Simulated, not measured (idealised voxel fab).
process module | voxel capacitor over wiring
cross-section cut | 235 nm wide | cells 5 nm
A cross-section is a grid of square cells, given in bands from the top down. A band is one or more rows of cells.
Each band's line starts with the height of the band's top and of its bottom, in nm. Then come its materials from left to right, each with its width in nm. One material with "throughout" fills the band from edge to edge. "air" is empty space.
Height 0 is the level under which the wafer as received is all one material. The lowest band goes on downwards, as in "0 down".
A width such as "30 to 40" changes by the same amount from each row of cells to the next, from the band's top row to its bottom row.
"no change" after a step means that no cell of the cross-section changed.
closed voids: empty space of 8 cells or more with no open way to the top, each as width x height at its distance from the left edge, in nm
after a step's settings: what the simulator itself notes on the step
overlay nm, on a step with a mask: how far to the right of its planned place the mask lay; to the left if negative
plan
1 op RECEIVE | material Si
2 op CONFORMAL_DEP | material SiO2 | thk nm 15
3 op DIRECTIONAL_DEP | material TiN | thk nm 5
4 op DIRECTIONAL_DEP | material W | thk nm 20
5 op DIRECTIONAL_DEP | material aC | thk nm 15
6 op PATTERN | tone cover | mask id METAL_1 | material resist | width nm 25 | pitch nm 85 | thk nm 35 | overlay nm 0
7 op DIRECTIONAL_ETCH | etch materials aC | depth nm 15
8 op STRIP | etch materials resist
9 op DIRECTIONAL_ETCH | etch materials W | depth nm 20
10 op DIRECTIONAL_ETCH | etch materials TiN | depth nm 5
11 op STRIP | etch materials aC
12 op FILL_DEP | material SiO2 | thk nm 10
13 op CMP | height nm 40
14 op CONFORMAL_DEP | material SiCN | thk nm 5
15 op DIRECTIONAL_DEP | material lowk | thk nm 15
16 op MASKED_ETCH | tone open | mask id PLUG_1 | width nm 15 | etch materials lowk | depth nm 15 | overlay nm 0
17 op MASKED_ETCH | tone open | mask id PLUG_1 | width nm 15 | etch materials SiCN | depth nm 5 | overlay nm 0
18 op CONFORMAL_DEP | material TiN | thk nm 5
19 op FILL_DEP | material Ru | thk nm 10
20 op CMP | height nm 60
21 op DIRECTIONAL_DEP | material TiN | thk nm 5
22 op DIRECTIONAL_DEP | material SiN | thk nm 5
23 op DIRECTIONAL_DEP | material TiN | thk nm 10
24 op DIRECTIONAL_DEP | material aC | thk nm 10
25 op PATTERN | tone cover | mask id UPPER_PLATE | material resist | width nm 65 | thk nm 25 | overlay nm 0
26 op DIRECTIONAL_ETCH | etch materials aC | depth nm 10
27 op STRIP | etch materials resist
28 op DIRECTIONAL_ETCH | etch materials TiN | depth nm 10
29 op DIRECTIONAL_ETCH | etch materials SiN | depth nm 5
30 op STRIP | etch materials aC
31 op DIRECTIONAL_DEP | material aC | thk nm 10
32 op PATTERN | tone cover | mask id LOWER_PLATE | material resist | width nm 75 | thk nm 30 | overlay nm 0
33 op DIRECTIONAL_ETCH | etch materials aC | depth nm 10
34 op STRIP | etch materials resist
35 op DIRECTIONAL_ETCH | etch materials TiN | depth nm 5
36 op STRIP | etch materials aC
37 op FILL_DEP | material SiO2 | thk nm 15
38 op CMP | height nm 90
39 op PATTERN | tone open | mask id PLUG_2 | material resist | width nm 15 | thk nm 20 | overlay nm 0
40 op DIRECTIONAL_ETCH | etch materials SiO2 | depth nm 10
41 op STRIP | etch materials resist
42 op CONFORMAL_DEP | material TiN | thk nm 5
43 op FILL_DEP | material Cu | thk nm 5
44 op CMP | height nm 90
45 op CONFORMAL_DEP | material SiN | thk nm 5
first wafer, as planned
as received, after step 1
  0 down: Si throughout
  closed voids: none
after step 2
  15 to 0: SiO2 throughout
  below 0: unchanged
after step 3
  20 to 15: TiN throughout
  below 15: unchanged
after step 4
  40 to 20: W throughout
  below 20: unchanged
after step 5
  55 to 40: aC throughout
  below 40: unchanged
after step 6
  90 to 55: air 60 | resist 25 | air 60 | resist 25 | air 65
  below 55: unchanged
after step 7
  75 to 55: air 60 | resist 25 | air 60 | resist 25 | air 65
  55 to 40: air 60 | aC 25 | air 60 | aC 25 | air 65
  below 40: unchanged
after step 8
  55 to 40: air 60 | aC 25 | air 60 | aC 25 | air 65
  below 40: unchanged
after step 9
  55 to 40: air 60 | aC 25 | air 60 | aC 25 | air 65
  40 to 20: air 60 | W 25 | air 60 | W 25 | air 65
  below 20: unchanged
after step 10
  55 to 40: air 60 | aC 25 | air 60 | aC 25 | air 65
  40 to 20: air 60 | W 25 | air 60 | W 25 | air 65
  20 to 15: air 60 | TiN 25 | air 60 | TiN 25 | air 65
  below 15: unchanged
after step 11
  40 to 20: air 60 | W 25 | air 60 | W 25 | air 65
  below 20: unchanged
after step 12
  50 to 40: SiO2 throughout
  40 to 20: SiO2 60 | W 25 | SiO2 60 | W 25 | SiO2 65
  20 to 15: SiO2 60 | TiN 25 | SiO2 60 | TiN 25 | SiO2 65
  below 15: unchanged
after step 13
  40 to 20: SiO2 60 | W 25 | SiO2 60 | W 25 | SiO2 65
  below 20: unchanged
after step 14
  45 to 40: SiCN throughout
  below 40: unchanged
after step 15
  60 to 45: lowk throughout
  below 45: unchanged
after step 16
  60 to 45: lowk 70 | air 15 | lowk 150
  below 45: unchanged
after step 17
  60 to 45: lowk 70 | air 15 | lowk 150
  45 to 40: SiCN 70 | air 15 | SiCN 150
  below 40: unchanged
after step 18
  65 to 60: TiN 75 | air 5 | TiN 155
  60 to 45: lowk 70 | TiN 5 | air 5 | TiN 5 | lowk 150
  45 to 40: SiCN 70 | TiN 15 | SiCN 150
  below 40: unchanged
after step 19
  75 to 65: Ru throughout
  65 to 60: TiN 75 | Ru 5 | TiN 155
  60 to 45: lowk 70 | TiN 5 | Ru 5 | TiN 5 | lowk 150
  below 45: unchanged
after step 20
  60 to 45: lowk 70 | TiN 5 | Ru 5 | TiN 5 | lowk 150
  below 45: unchanged
after step 21
  65 to 60: TiN throughout
  below 60: unchanged
after step 22
  70 to 65: SiN throughout
  below 65: unchanged
after step 23
  80 to 70: TiN throughout
  below 70: unchanged
after step 24
  90 to 80: aC throughout
  below 80: unchanged
after step 25
  115 to 90: air 70 | resist 65 | air 100
  below 90: unchanged
after step 26
  105 to 90: air 70 | resist 65 | air 100
  90 to 80: air 70 | aC 65 | air 100
  below 80: unchanged
after step 27
  90 to 80: air 70 | aC 65 | air 100
  below 80: unchanged
after step 28
  90 to 80: air 70 | aC 65 | air 100
  80 to 70: air 70 | TiN 65 | air 100
  below 70: unchanged
after step 29
  90 to 80: air 70 | aC 65 | air 100
  80 to 70: air 70 | TiN 65 | air 100
  70 to 65: air 70 | SiN 65 | air 100
  below 65: unchanged
after step 30
  80 to 70: air 70 | TiN 65 | air 100
  below 70: unchanged
after step 31
  90 to 80: air 70 | aC 65 | air 100
  80 to 75: air 70 | TiN 65 | air 100
  75 to 70: aC 70 | TiN 65 | aC 100
  70 to 65: aC 70 | SiN 65 | aC 100
  below 65: unchanged
after step 32
  120 to 90: air 65 | resist 75 | air 95
  90 to 80: air 65 | resist 5 | aC 65 | resist 5 | air 95
  80 to 75: air 65 | resist 5 | TiN 65 | resist 5 | air 95
  below 75: unchanged
after step 33
  110 to 90: air 65 | resist 75 | air 95
  90 to 80: air 65 | resist 5 | aC 65 | resist 5 | air 95
  80 to 75: air 65 | resist 5 | TiN 65 | resist 5 | air 95
  75 to 70: air 65 | aC 5 | TiN 65 | aC 5 | air 95
  70 to 65: air 65 | aC 5 | SiN 65 | aC 5 | air 95
  below 65: unchanged
after step 34
  90 to 80: air 70 | aC 65 | air 100
  80 to 75: air 70 | TiN 65 | air 100
  below 75: unchanged
after step 35
  90 to 80: air 70 | aC 65 | air 100
  80 to 75: air 70 | TiN 65 | air 100
  75 to 70: air 65 | aC 5 | TiN 65 | aC 5 | air 95
  70 to 65: air 65 | aC 5 | SiN 65 | aC 5 | air 95
  65 to 60: air 65 | TiN 75 | air 95
  below 60: unchanged
after step 36
  80 to 70: air 70 | TiN 65 | air 100
  70 to 65: air 70 | SiN 65 | air 100
  below 65: unchanged
after step 37
  95 to 80: SiO2 throughout
  80 to 70: SiO2 70 | TiN 65 | SiO2 100
  70 to 65: SiO2 70 | SiN 65 | SiO2 100
  65 to 60: SiO2 65 | TiN 75 | SiO2 95
  below 60: unchanged
after step 38
  90 to 80: SiO2 throughout
  below 80: unchanged
after step 39
  110 to 90: resist 80 | air 15 | resist 140
  below 90: unchanged
after step 40
  110 to 90: resist 80 | air 15 | resist 140
  90 to 80: SiO2 80 | air 15 | SiO2 140
  below 80: unchanged
after step 41
  90 to 80: SiO2 80 | air 15 | SiO2 140
  below 80: unchanged
after step 42
  95 to 90: TiN 85 | air 5 | TiN 145
  90 to 85: SiO2 80 | TiN 5 | air 5 | TiN 5 | SiO2 140
  85 to 80: SiO2 80 | TiN 15 | SiO2 140
  below 80: unchanged
after step 43
  100 to 95: Cu throughout
  95 to 90: TiN 85 | Cu 5 | TiN 145
  90 to 85: SiO2 80 | TiN 5 | Cu 5 | TiN 5 | SiO2 140
  below 85: unchanged
after step 44
  90 to 85: SiO2 80 | TiN 5 | Cu 5 | TiN 5 | SiO2 140
  below 85: unchanged
after step 45
  95 to 90: SiN throughout
  below 90: unchanged
second wafer: like start, like plan, one mistake. Through step 1 it matches the first wafer
when step 2 should have ended
  30 to 0: SiO2 throughout
  below 0: unchanged
when step 3 should have ended
  35 to 30: TiN throughout
  below 30: unchanged
when step 4 should have ended
  55 to 35: W throughout
  below 35: unchanged
when step 5 should have ended
  70 to 55: aC throughout
  below 55: unchanged
when step 6 should have ended
  105 to 70: air 60 | resist 25 | air 60 | resist 25 | air 65
  below 70: unchanged
when step 7 should have ended
  90 to 70: air 60 | resist 25 | air 60 | resist 25 | air 65
  70 to 55: air 60 | aC 25 | air 60 | aC 25 | air 65
  below 55: unchanged
when step 8 should have ended
  70 to 55: air 60 | aC 25 | air 60 | aC 25 | air 65
  below 55: unchanged
when step 9 should have ended
  70 to 55: air 60 | aC 25 | air 60 | aC 25 | air 65
  55 to 35: air 60 | W 25 | air 60 | W 25 | air 65
  below 35: unchanged
when step 10 should have ended
  70 to 55: air 60 | aC 25 | air 60 | aC 25 | air 65
  55 to 35: air 60 | W 25 | air 60 | W 25 | air 65
  35 to 30: air 60 | TiN 25 | air 60 | TiN 25 | air 65
  below 30: unchanged
when step 11 should have ended
  55 to 35: air 60 | W 25 | air 60 | W 25 | air 65
  below 35: unchanged
when step 12 should have ended
  65 to 55: SiO2 throughout
  55 to 35: SiO2 60 | W 25 | SiO2 60 | W 25 | SiO2 65
  35 to 30: SiO2 60 | TiN 25 | SiO2 60 | TiN 25 | SiO2 65
  below 30: unchanged
when step 13 should have ended
  40 to 35: SiO2 60 | W 25 | SiO2 60 | W 25 | SiO2 65
  below 35: unchanged
when step 14 should have ended
  45 to 40: SiCN throughout
  below 40: unchanged
when step 15 should have ended
  60 to 45: lowk throughout
  below 45: unchanged
when step 16 should have ended
  60 to 45: lowk 70 | air 15 | lowk 150
  below 45: unchanged
when step 17 should have ended
  60 to 45: lowk 70 | air 15 | lowk 150
  45 to 40: SiCN 70 | air 15 | SiCN 150
  below 40: unchanged
when step 18 should have ended
  65 to 60: TiN 75 | air 5 | TiN 155
  60 to 45: lowk 70 | TiN 5 | air 5 | TiN 5 | lowk 150
  45 to 40: SiCN 70 | TiN 15 | SiCN 150
  below 40: unchanged
when step 19 should have ended
  75 to 65: Ru throughout
  65 to 60: TiN 75 | Ru 5 | TiN 155
  60 to 45: lowk 70 | TiN 5 | Ru 5 | TiN 5 | lowk 150
  below 45: unchanged
when step 20 should have ended
  60 to 45: lowk 70 | TiN 5 | Ru 5 | TiN 5 | lowk 150
  below 45: unchanged
when step 21 should have ended
  65 to 60: TiN throughout
  below 60: unchanged
when step 22 should have ended
  70 to 65: SiN throughout
  below 65: unchanged
when step 23 should have ended
  80 to 70: TiN throughout
  below 70: unchanged
when step 24 should have ended
  90 to 80: aC throughout
  below 80: unchanged
when step 25 should have ended
  115 to 90: air 70 | resist 65 | air 100
  below 90: unchanged
when step 26 should have ended
  105 to 90: air 70 | resist 65 | air 100
  90 to 80: air 70 | aC 65 | air 100
  below 80: unchanged
when step 27 should have ended
  90 to 80: air 70 | aC 65 | air 100
  below 80: unchanged
when step 28 should have ended
  90 to 80: air 70 | aC 65 | air 100
  80 to 70: air 70 | TiN 65 | air 100
  below 70: unchanged
when step 29 should have ended
  90 to 80: air 70 | aC 65 | air 100
  80 to 70: air 70 | TiN 65 | air 100
  70 to 65: air 70 | SiN 65 | air 100
  below 65: unchanged
when step 30 should have ended
  80 to 70: air 70 | TiN 65 | air 100
  below 70: unchanged
when step 31 should have ended
  90 to 80: air 70 | aC 65 | air 100
  80 to 75: air 70 | TiN 65 | air 100
  75 to 70: aC 70 | TiN 65 | aC 100
  70 to 65: aC 70 | SiN 65 | aC 100
  below 65: unchanged
when step 32 should have ended
  120 to 90: air 65 | resist 75 | air 95
  90 to 80: air 65 | resist 5 | aC 65 | resist 5 | air 95
  80 to 75: air 65 | resist 5 | TiN 65 | resist 5 | air 95
  below 75: unchanged
when step 33 should have ended
  110 to 90: air 65 | resist 75 | air 95
  90 to 80: air 65 | resist 5 | aC 65 | resist 5 | air 95
  80 to 75: air 65 | resist 5 | TiN 65 | resist 5 | air 95
  75 to 70: air 65 | aC 5 | TiN 65 | aC 5 | air 95
  70 to 65: air 65 | aC 5 | SiN 65 | aC 5 | air 95
  below 65: unchanged
when step 34 should have ended
  90 to 80: air 70 | aC 65 | air 100
  80 to 75: air 70 | TiN 65 | air 100
  below 75: unchanged
when step 35 should have ended
  90 to 80: air 70 | aC 65 | air 100
  80 to 75: air 70 | TiN 65 | air 100
  75 to 70: air 65 | aC 5 | TiN 65 | aC 5 | air 95
  70 to 65: air 65 | aC 5 | SiN 65 | aC 5 | air 95
  65 to 60: air 65 | TiN 75 | air 95
  below 60: unchanged
when step 36 should have ended
  80 to 70: air 70 | TiN 65 | air 100
  70 to 65: air 70 | SiN 65 | air 100
  below 65: unchanged
when step 37 should have ended
  95 to 80: SiO2 throughout
  80 to 70: SiO2 70 | TiN 65 | SiO2 100
  70 to 65: SiO2 70 | SiN 65 | SiO2 100
  65 to 60: SiO2 65 | TiN 75 | SiO2 95
  below 60: unchanged
when step 38 should have ended
  90 to 80: SiO2 throughout
  below 80: unchanged
when step 39 should have ended
  110 to 90: resist 80 | air 15 | resist 140
  below 90: unchanged
when step 40 should have ended
  110 to 90: resist 80 | air 15 | resist 140
  90 to 80: SiO2 80 | air 15 | SiO2 140
  below 80: unchanged
when step 41 should have ended
  90 to 80: SiO2 80 | air 15 | SiO2 140
  below 80: unchanged
when step 42 should have ended
  95 to 90: TiN 85 | air 5 | TiN 145
  90 to 85: SiO2 80 | TiN 5 | air 5 | TiN 5 | SiO2 140
  85 to 80: SiO2 80 | TiN 15 | SiO2 140
  below 80: unchanged
when step 43 should have ended
  100 to 95: Cu throughout
  95 to 90: TiN 85 | Cu 5 | TiN 145
  90 to 85: SiO2 80 | TiN 5 | Cu 5 | TiN 5 | SiO2 140
  below 85: unchanged
when step 44 should have ended
  90 to 85: SiO2 80 | TiN 5 | Cu 5 | TiN 5 | SiO2 140
  below 85: unchanged
when step 45 should have ended
  95 to 90: SiN throughout
  below 90: unchanged
what went wrong: step 2 was run twice
at the end the second wafer has, in cells: 30 more of SiO2 | 30 fewer of W
